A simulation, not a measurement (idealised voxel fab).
The following process module bears the name voxel self aligned contacts.
170 nm wide, 5 nm square cells: that's cross-section cut.
This document writes a cross-section as a grid whose cells are square, and gives it as bands, listed from the top down; one or more rows of cells form a band.
Basically the band line says how high the top is and how high the bottom is, in nm, and then what's in it from left to right, every material with its width in nm. Empty space shows up as "empty", and if a single material carries "edge to edge" it runs the full band edge to edge.
For the purposes of this specification, 0 denotes the height below which the wafer in its as-received condition is composed wholly of one material, and the lowermost band, lacking a lower limit, extends downward without end, as expressed in "top 0, no bottom".
A width given as "30->40" starts at the first number in the band's top row and ends at the second number in its bottom row, shifting by an equal amount at every step from row to row.
The cross-section has no changed cell in any step marked "nothing altered".
In the "Closed empty spaces" entry, you get each enclosed empty space of 8 cells or more, one with no open way to the top, written width x height at distance, distance from the left edge, in nm.
Past the settings on a step's line: simulator remark, on that step.
"overlay nm" answers the question of how far to the right of plan the mask lay on a step that has a mask, and when it is negative the answer is to the left.

Process steps foreseen in the plan:
| 1 | RECEIVE | material Si |
| 2 | OXIDIZE | depth nm 5 |
| 3 | DIRECTIONAL_DEP | material polySi | thk nm 20 |
| 4 | DIRECTIONAL_DEP | material SiN | thk nm 25 |
| 5 | DIRECTIONAL_DEP | material aC | thk nm 15 |
| 6 | PATTERN | tone cover | mask id GATE | material resist | width nm 35 | pitch nm 70 | thk nm 30 | overlay nm 0 |
| 7 | DIRECTIONAL_ETCH | etch materials aC | depth nm 15 |
| 8 | STRIP | etch materials resist |
| 9 | DIRECTIONAL_ETCH | etch materials SiN | depth nm 25 |
| 10 | DIRECTIONAL_ETCH | etch materials polySi | depth nm 20 |
| 11 | STRIP | etch materials aC |
| 12 | CONFORMAL_DEP | material SiN | thk nm 10 |
| 13 | DIRECTIONAL_ETCH | etch materials SiN | depth nm 10 |
| 14 | FILL_DEP | material SiO2 | thk nm 15 |
| 15 | CMP | height nm 50 |
| 16 | PATTERN | tone open | mask id CONTACT | material resist | width nm 55 | thk nm 20 | overlay nm 0 |
| 17 | DIRECTIONAL_ETCH | etch materials SiO2 | depth nm 55 |
| 18 | STRIP | etch materials resist |
| 19 | CONFORMAL_DEP | material TiN | thk nm 5 |
| 20 | FILL_DEP | material Ru | thk nm 5 |
| 21 | CMP | height nm 50 |
| 22 | CONFORMAL_DEP | material SiCN | thk nm 5 |

Wafer cross-section on receipt, i.e. after step 1:
	top 0, no bottom  Si edge to edge
	Closed empty spaces: none

Run as planned - first of the two wafers cross-sectioned at the end of the module:
	top 55, bottom 50  SiCN edge to edge
	top 50, bottom 45  55 nm SiO2, 25 nm TiN, 5 nm Ru, 25 nm TiN, 60 nm SiO2
	top 45, bottom 20  20 nm SiO2, 55 nm SiN, 5 nm TiN, 5 nm Ru, 5 nm TiN, 55 nm SiN, 25 nm SiO2
	top 20, bottom 0  20 nm SiO2, 10 nm SiN, 35 nm polySi, 10 nm SiN, 5 nm TiN, 5 nm Ru, 5 nm TiN, 10 nm SiN, 35 nm polySi, 10 nm SiN, 25 nm SiO2
	top 0, bottom -5  75 nm SiO2, 15 nm TiN, 80 nm SiO2
	top -5, no bottom  Si edge to edge
	Closed empty spaces: none

End-of-module cross-section of the second wafer: identical starting point and process plan to the first, with one processing mistake:
	top 55, bottom 50  polySi edge to edge
	top 50, bottom 45  55 nm SiO2, 25 nm TiN, 5 nm Ru, 25 nm TiN, 60 nm SiO2
	top 45, bottom 20  20 nm SiO2, 55 nm SiN, 5 nm TiN, 5 nm Ru, 5 nm TiN, 55 nm SiN, 25 nm SiO2
	top 20, bottom 0  20 nm SiO2, 10 nm SiN, 35 nm polySi, 10 nm SiN, 5 nm TiN, 5 nm Ru, 5 nm TiN, 10 nm SiN, 35 nm polySi, 10 nm SiN, 25 nm SiO2
	top 0, bottom -5  75 nm SiO2, 15 nm TiN, 80 nm SiO2
	top -5, no bottom  Si edge to edge
	Closed empty spaces: none
Against the plan, the run slipped here: step 22 deviated from plan and actually ran as CONFORMAL_DEP | material polySi | thk nm 5
Final difference in cells, second wafer against first, listed per material as more or fewer: 34 fewer of SiCN; 34 more of polySi
